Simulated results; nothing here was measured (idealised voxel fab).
Name of the process module below: voxel wiring stack
Each square cell in cross-section cut measures 5 nm, and the section as a whole is 285 nm wide.
In this document a cross-section is written as a grid of square cells. It is given as a series of bands, listed from the top down, and a band is one or more rows of cells.
Top, bottom (nm), then materials left to right with widths (nm); lone material tagged "all across" fills the whole band edge to edge; "empty" = empty space.
It should be noted that heights are counted from 0, beneath which the wafer as supplied is of one material throughout, and that the lowest band possesses no lower boundary but continues downward, as written in "0 down".
Think of "30->40" as a width that walks from the first number to the second as you go down the band, top row to bottom row, taking equal-sized steps from row to row.
Key: "no alterations made" - step with no changed cell in the cross-section.
Each empty space that has no open way to the top and spans at least 8 cells appears under "Closed void register" as width x height at distance, the distance counted from the left edge, all in nm.
The remark found on a step's line after its settings is issued by the simulator itself and pertains to that step.
"overlay nm" answers the question of how far to the right of plan the mask lay on a step that has a mask, and when it is negative the answer is to the left.
Below you will find pairs of cross-sections. In each, one shows the wafer before one process step and the other after it, with the after view ending at the lowest band that changed. Under each pair is the step separating them, along with its settings. Do not assume the pairs form a chain: they can come from different runs of this module on the same starting wafer, and a pair continues from the pair above it only when its "Status before step" entry says so.
# Status before step
    100 to 70 = resist 85 | empty 15 | resist 75 | empty 15 | resist 95
    70 to 60 = aC all across
    60 to 45 = SiN all across
    45 to 40 = SiCN all across
    40 to 20 = SiO2 85 | TiN 5 | Cu 10 | TiN 5 | SiO2 25 | TiN 5 | Cu 10 | TiN 5 | SiO2 25 | TiN 5 | Cu 10 | TiN 5 | SiO2 90
    20 to 15 = SiN 85 | TiN 20 | SiN 25 | TiN 20 | SiN 25 | TiN 20 | SiN 90
    15 to 0 = SiO2 all across
    0 down = Si all across
    Closed void register: none
# Post-Process View
    90 to 70 = resist 85 | empty 15 | resist 75 | empty 15 | resist 95
    70 to 60 = aC 85 | empty 15 | aC 75 | empty 15 | aC 95
    Below 60 it's all the same as before, nothing changed down there.
    Closed void register: none
Name the step between the before and after sections above: DIRECTIONAL_ETCH | etch materials aC | depth nm 10
Status before step: look at the pair above, its after cross-section is where this step starts.
# Post-Process View
    70 to 60 = aC 85 | empty 15 | aC 75 | empty 15 | aC 95
    Below 60 it's all the same as before, nothing changed down there.
    Closed void register: none
Name the step between the before and after sections above: STRIP | etch materials resist
Status before step: look at the pair above, its after cross-section is where this step starts.
# Post-Process View
    60 to 45 = SiN all across
    Below 45 it's all the same as before, nothing changed down there.
    Closed void register: none
Name the step between the before and after sections above: STRIP | etch materials aC
Status before step: look at the pair above, its after cross-section is where this step starts.
# Post-Process View
    65 to 60 = TiN all across
    Below 60 it's all the same as before, nothing changed down there.
    Closed void register: none
Name the step between the before and after sections above: CONFORMAL_DEP | material TiN | thk nm 5
Status before step: look at the pair above, its after cross-section is where this step starts.
# Post-Process View
    70 to 65 = Ru all across
    Below 65 it's all the same as before, nothing changed down there.
    Closed void register: none
Name the step between the before and after sections above: FILL_DEP | material Ru | thk nm 5
Status before step: look at the pair above, its after cross-section is where this step starts.
# Post-Process View
    60 to 45 = SiN all across
    Below 45 it's all the same as before, nothing changed down there.
    Closed void register: none
Name the step between the before and after sections above: CMP | height nm 60
Status before step: look at the pair above, its after cross-section is where this step starts.
# Post-Process View
    65 to 60 = SiCN all across
    Below 60 it's all the same as before, nothing changed down there.
    Closed void register: none
Name the step between the before and after sections above: CONFORMAL_DEP | material SiCN | thk nm 5
Status before step: look at the pair above, its after cross-section is where this step starts.
# Post-Process View
    80 to 65 = lowk all across
    Below 65 it's all the same as before, nothing changed down there.
    Closed void register: none
Name the step between the before and after sections above: DIRECTIONAL_DEP | material lowk | thk nm 15
Status before step: look at the pair above, its after cross-section is where this step starts.
# Post-Process View
    80 to 65 = lowk 85 | empty 20 | lowk 25 | empty 20 | lowk 25 | empty 20 | lowk 90
    Below 65 it's all the same as before, nothing changed down there.
    Closed void register: none
Name the step between the before and after sections above: MASKED_ETCH | tone open | mask id METAL_2 | width nm 20 | pitch nm 45 | etch materials lowk | depth nm 15 | overlay nm 0
Status before step: look at the pair above, its after cross-section is where this step starts.
# Post-Process View
    80 to 65 = lowk 85 | empty 20 | lowk 25 | empty 20 | lowk 25 | empty 20 | lowk 90
    65 to 60 = SiCN 85 | empty 20 | SiCN 25 | empty 20 | SiCN 25 | empty 20 | SiCN 90
    Below 60 it's all the same as before, nothing changed down there.
    Closed void register: none
Name the step between the before and after sections above: MASKED_ETCH | tone open | mask id METAL_2 | width nm 20 | pitch nm 45 | etch materials SiCN | depth nm 5 | overlay nm 0
Status before step: look at the pair above, its after cross-section is where this step starts.
# Post-Process View
    85 to 80 = TiN 90 | empty 10 | TiN 35 | empty 10 | TiN 35 | empty 10 | TiN 95
    80 to 65 = lowk 85 | TiN 5 | empty 10 | TiN 5 | lowk 25 | TiN 5 | empty 10 | TiN 5 | lowk 25 | TiN 5 | empty 10 | TiN 5 | lowk 90
    65 to 60 = SiCN 85 | TiN 20 | SiCN 25 | TiN 20 | SiCN 25 | TiN 20 | SiCN 90
    Below 60 it's all the same as before, nothing changed down there.
    Closed void register: none
Name the step between the before and after sections above: CONFORMAL_DEP | material TiN | thk nm 5
Status before step: look at the pair above, its after cross-section is where this step starts.
# Post-Process View
    90 to 85 = Cu all across
    85 to 80 = TiN 90 | Cu 10 | TiN 35 | Cu 10 | TiN 35 | Cu 10 | TiN 95
    80 to 65 = lowk 85 | TiN 5 | Cu 10 | TiN 5 | lowk 25 | TiN 5 | Cu 10 | TiN 5 | lowk 25 | TiN 5 | Cu 10 | TiN 5 | lowk 90
    Below 65 it's all the same as before, nothing changed down there.
    Closed void register: none
Name the step between the before and after sections above: FILL_DEP | material Cu | thk nm 5
Status before step: look at the pair above, its after cross-section is where this step starts.
# Post-Process View
    80 to 65 = lowk 85 | TiN 5 | Cu 10 | TiN 5 | lowk 25 | TiN 5 | Cu 10 | TiN 5 | lowk 25 | TiN 5 | Cu 10 | TiN 5 | lowk 90
    Below 65 it's all the same as before, nothing changed down there.
    Closed void register: none
Name the step between the before and after sections above: CMP | height nm 80
Status before step: look at the pair above, its after cross-section is where this step starts.
# Post-Process View
    85 to 80 = empty 80 | Ru 30 | empty 15 | Ru 30 | empty 15 | Ru 30 | empty 85
    Below 80 it's all the same as before, nothing changed down there.
    Closed void register: none
Name the step between the before and after sections above: EPI | material Ru | thk nm 5
Status before step: look at the pair above, its after cross-section is where this step starts.
# Post-Process View
    90 to 85 = SiCN all across
    85 to 80 = SiCN 80 | Ru 30 | SiCN 15 | Ru 30 | SiCN 15 | Ru 30 | SiCN 85
    Below 80 it's all the same as before, nothing changed down there.
    Closed void register: none
Name the step between the before and after sections above: FILL_DEP | material SiCN | thk nm 5
# Status before step
    40 to 20 = SiO2 all across
    20 to 15 = SiN all across
    15 to 0 = SiO2 all across
    0 down = Si all across
    Closed void register: none
# Post-Process View
    60 to 40 = empty 85 | resist 20 | empty 25 | resist 20 | empty 25 | resist 20 | empty 90
    Below 40 it's all the same as before, nothing changed down there.
    Closed void register: none
Name the step between the before and after sections above: PATTERN | tone cover | mask id METAL_1 | material resist | width nm 20 | pitch nm 45 | thk nm 20 | overlay nm 0
Status before step: look at the pair above, its after cross-section is where this step starts.
# Post-Process View
    60 to 40 = empty 85 | resist 20 | empty 25 | resist 20 | empty 25 | resist 20 | empty 90
    40 to 20 = empty 85 | SiO2 20 | empty 25 | SiO2 20 | empty 25 | SiO2 20 | empty 90
    Below 20 it's all the same as before, nothing changed down there.
    Closed void register: none
Name the step between the before and after sections above: DIRECTIONAL_ETCH | etch materials SiO2 | depth nm 20
Status before step: look at the pair above, its after cross-section is where this step starts.
# Post-Process View
    60 to 40 = empty 85 | resist 20 | empty 25 | resist 20 | empty 25 | resist 20 | empty 90
    40 to 20 = empty 85 | SiO2 20 | empty 25 | SiO2 20 | empty 25 | SiO2 20 | empty 90
    20 to 15 = empty 85 | SiN 20 | empty 25 | SiN 20 | empty 25 | SiN 20 | empty 90
    Below 15 it's all the same as before, nothing changed down there.
    Closed void register: none
Name the step between the before and after sections above: DIRECTIONAL_ETCH | etch materials SiN | depth nm 5
Status before step: look at the pair above, its after cross-section is where this step starts.
# Post-Process View
    40 to 20 = empty 85 | SiO2 20 | empty 25 | SiO2 20 | empty 25 | SiO2 20 | empty 90
    Below 20 it's all the same as before, nothing changed down there.
    Closed void register: none
Name the step between the before and after sections above: STRIP | etch materials resist
Status before step: look at the pair above, its after cross-section is where this step starts.
# Post-Process View
    45 to 40 = empty 80 | TiN 30 | empty 15 | TiN 30 | empty 15 | TiN 30 | empty 85
    40 to 20 = empty 80 | TiN 5 | SiO2 20 | TiN 5 | empty 15 | TiN 5 | SiO2 20 | TiN 5 | empty 15 | TiN 5 | SiO2 20 | TiN 5 | empty 85
    20 to 15 = TiN 85 | SiN 20 | TiN 25 | SiN 20 | TiN 25 | SiN 20 | TiN 90
    Below 15 it's all the same as before, nothing changed down there.
    Closed void register: none
Name the step between the before and after sections above: CONFORMAL_DEP | material TiN | thk nm 5
Status before step: look at the pair above, its after cross-section is where this step starts.
# Post-Process View
    55 to 45 = Cu all across
    45 to 40 = Cu 80 | TiN 30 | Cu 15 | TiN 30 | Cu 15 | TiN 30 | Cu 85
    40 to 20 = Cu 80 | TiN 5 | SiO2 20 | TiN 5 | Cu 15 | TiN 5 | SiO2 20 | TiN 5 | Cu 15 | TiN 5 | SiO2 20 | TiN 5 | Cu 85
    Below 20 it's all the same as before, nothing changed down there.
    Closed void register: none
Name the step between the before and after sections above: FILL_DEP | material Cu | thk nm 10
Status before step: look at the pair above, its after cross-section is where this step starts.
# Post-Process View
    40 to 20 = Cu 80 | TiN 5 | SiO2 20 | TiN 5 | Cu 15 | TiN 5 | SiO2 20 | TiN 5 | Cu 15 | TiN 5 | SiO2 20 | TiN 5 | Cu 85
    Below 20 it's all the same as before, nothing changed down there.
    Closed void register: none
Name the step between the before and after sections above: CMP | height nm 40
Status before step: look at the pair above, its after cross-section is where this step starts.
# Post-Process View
    45 to 40 = SiCN all across
    Below 40 it's all the same as before, nothing changed down there.
    Closed void register: none
Name the step between the before and after sections above: CONFORMAL_DEP | material SiCN | thk nm 5
Status before step: look at the pair above, its after cross-section is where this step starts.
# Post-Process View
    60 to 45 = lowk all across
    Below 45 it's all the same as before, nothing changed down there.
    Closed void register: none
Name the step between the before and after sections above: DIRECTIONAL_DEP | material lowk | thk nm 15
Status before step: look at the pair above, its after cross-section is where this step starts.
# Post-Process View
    70 to 60 = aC all across
    Below 60 it's all the same as before, nothing changed down there.
    Closed void register: none
Name the step between the before and after sections above: DIRECTIONAL_DEP | material aC | thk nm 10
Status before step: look at the pair above, its after cross-section is where this step starts.
# Post-Process View
    100 to 70 = resist 85 | empty 15 | resist 75 | empty 15 | resist 95
    Below 70 it's all the same as before, nothing changed down there.
    Closed void register: none
Name the step between the before and after sections above: PATTERN | tone open | mask id PLUG_1 | material resist | width nm 15 | pitch nm 90 | thk nm 30 | overlay nm 0
Status before step: look at the pair above, its after cross-section is where this step starts.
# Post-Process View
    90 to 70 = resist 85 | empty 15 | resist 75 | empty 15 | resist 95
    70 to 60 = aC 85 | empty 15 | aC 75 | empty 15 | aC 95
    Below 60 it's all the same as before, nothing changed down there.
    Closed void register: none
Name the step between the before and after sections above: DIRECTIONAL_ETCH | etch materials aC | depth nm 10
Status before step: look at the pair above, its after cross-section is where this step starts.
# Post-Process View
    70 to 60 = aC 85 | empty 15 | aC 75 | empty 15 | aC 95
    Below 60 it's all the same as before, nothing changed down there.
    Closed void register: none
Name the step between the before and after sections above: STRIP | etch materials resist
Status before step: look at the pair above, its after cross-section is where this step starts.
# Post-Process View
    70 to 60 = aC 85 | empty 15 | aC 75 | empty 15 | aC 95
    60 to 45 = lowk 85 | empty 15 | lowk 75 | empty 15 | lowk 95
    Below 45 it's all the same as before, nothing changed down there.
    Closed void register: none
Name the step between the before and after sections above: DIRECTIONAL_ETCH | etch materials lowk | depth nm 15
Status before step: look at the pair above, its after cross-section is where this step starts.
# Post-Process View
    70 to 60 = aC 85 | empty 15 | aC 75 | empty 15 | aC 95
    60 to 45 = lowk 85 | empty 15 | lowk 75 | empty 15 | lowk 95
    45 to 40 = SiCN 85 | empty 15 | SiCN 75 | empty 15 | SiCN 95
    Below 40 it's all the same as before, nothing changed down there.
    Closed void register: none
Name the step between the before and after sections above: DIRECTIONAL_ETCH | etch materials SiCN | depth nm 5
Status before step: look at the pair above, its after cross-section is where this step starts.
# Post-Process View
    60 to 45 = lowk 85 | empty 15 | lowk 75 | empty 15 | lowk 95
    Below 45 it's all the same as before, nothing changed down there.
    Closed void register: none
Name the step between the before and after sections above: STRIP | etch materials aC
Status before step: look at the pair above, its after cross-section is where this step starts.
# Post-Process View
    65 to 60 = TiN 90 | empty 5 | TiN 85 | empty 5 | TiN 100
    60 to 45 = lowk 85 | TiN 5 | empty 5 | TiN 5 | lowk 75 | TiN 5 | empty 5 | TiN 5 | lowk 95
    45 to 40 = SiCN 85 | TiN 15 | SiCN 75 | TiN 15 | SiCN 95
    Below 40 it's all the same as before, nothing changed down there.
    Closed void register: none
Name the step between the before and after sections above: CONFORMAL_DEP | material TiN | thk nm 5
Status before step: look at the pair above, its after cross-section is where this step starts.
# Post-Process View
    70 to 65 = Ru all across
    65 to 60 = TiN 90 | Ru 5 | TiN 85 | Ru 5 | TiN 100
    60 to 45 = lowk 85 | TiN 5 | Ru 5 | TiN 5 | lowk 75 | TiN 5 | Ru 5 | TiN 5 | lowk 95
    Below 45 it's all the same as before, nothing changed down there.
    Closed void register: none
Name the step between the before and after sections above: FILL_DEP | material Ru | thk nm 5
Status before step: look at the pair above, its after cross-section is where this step starts.
# Post-Process View
    60 to 45 = lowk 85 | TiN 5 | Ru 5 | TiN 5 | lowk 75 | TiN 5 | Ru 5 | TiN 5 | lowk 95
    Below 45 it's all the same as before, nothing changed down there.
    Closed void register: none
Name the step between the before and after sections above: CMP | height nm 60
Status before step: look at the pair above, its after cross-section is where this step starts.
# Post-Process View
    65 to 60 = SiCN all across
    Below 60 it's all the same as before, nothing changed down there.
    Closed void register: none
Name the step between the before and after sections above: CONFORMAL_DEP | material SiCN | thk nm 5
Status before step: look at the pair above, its after cross-section is where this step starts.
# Post-Process View
    80 to 65 = lowk all across
    Below 65 it's all the same as before, nothing changed down there.
    Closed void register: none
Name the step between the before and after sections above: DIRECTIONAL_DEP | material lowk | thk nm 15
Status before step: look at the pair above, its after cross-section is where this step starts.
# Post-Process View
    80 to 65 = lowk 85 | empty 20 | lowk 25 | empty 20 | lowk 25 | empty 20 | lowk 90
    Below 65 it's all the same as before, nothing changed down there.
    Closed void register: none
Name the step between the before and after sections above: MASKED_ETCH | tone open | mask id METAL_2 | width nm 20 | pitch nm 45 | etch materials lowk | depth nm 15 | overlay nm 0
Status before step: look at the pair above, its after cross-section is where this step starts.
# Post-Process View
    80 to 65 = lowk 85 | empty 20 | lowk 25 | empty 20 | lowk 25 | empty 20 | lowk 90
    65 to 60 = SiCN 85 | empty 20 | SiCN 25 | empty 20 | SiCN 25 | empty 20 | SiCN 90
    Below 60 it's all the same as before, nothing changed down there.
    Closed void register: none
Name the step between the before and after sections above: MASKED_ETCH | tone open | mask id METAL_2 | width nm 20 | pitch nm 45 | etch materials SiCN | depth nm 5 | overlay nm 0
Status before step: look at the pair above, its after cross-section is where this step starts.
# Post-Process View
    85 to 80 = TiN 90 | empty 10 | TiN 35 | empty 10 | TiN 35 | empty 10 | TiN 95
    80 to 65 = lowk 85 | TiN 5 | empty 10 | TiN 5 | lowk 25 | TiN 5 | empty 10 | TiN 5 | lowk 25 | TiN 5 | empty 10 | TiN 5 | lowk 90
    65 to 60 = SiCN 85 | TiN 20 | SiCN 25 | TiN 20 | SiCN 25 | TiN 20 | SiCN 90
    Below 60 it's all the same as before, nothing changed down there.
    Closed void register: none
Name the step between the before and after sections above: CONFORMAL_DEP | material TiN | thk nm 5
Status before step: look at the pair above, its after cross-section is where this step starts.
# Post-Process View
    90 to 85 = Cu all across
    85 to 80 = TiN 90 | Cu 10 | TiN 35 | Cu 10 | TiN 35 | Cu 10 | TiN 95
    80 to 65 = lowk 85 | TiN 5 | Cu 10 | TiN 5 | lowk 25 | TiN 5 | Cu 10 | TiN 5 | lowk 25 | TiN 5 | Cu 10 | TiN 5 | lowk 90
    Below 65 it's all the same as before, nothing changed down there.
    Closed void register: none
Name the step between the before and after sections above: FILL_DEP | material Cu | thk nm 5
Status before step: look at the pair above, its after cross-section is where this step starts.
# Post-Process View
    80 to 65 = lowk 85 | TiN 5 | Cu 10 | TiN 5 | lowk 25 | TiN 5 | Cu 10 | TiN 5 | lowk 25 | TiN 5 | Cu 10 | TiN 5 | lowk 90
    Below 65 it's all the same as before, nothing changed down there.
    Closed void register: none
Name the step between the before and after sections above: CMP | height nm 80
Status before step: look at the pair above, its after cross-section is where this step starts.
# Post-Process View
    85 to 80 = empty 80 | Ru 30 | empty 15 | Ru 30 | empty 15 | Ru 30 | empty 85
    Below 80 it's all the same as before, nothing changed down there.
    Closed void register: none
Name the step between the before and after sections above: EPI | material Ru | thk nm 5
Status before step: look at the pair above, its after cross-section is where this step starts.
# Post-Process View
    90 to 85 = SiCN all across
    85 to 80 = SiCN 80 | Ru 30 | SiCN 15 | Ru 30 | SiCN 15 | Ru 30 | SiCN 85
    Below 80 it's all the same as before, nothing changed down there.
    Closed void register: none
Name the step between the before and after sections above: FILL_DEP | material SiCN | thk nm 5
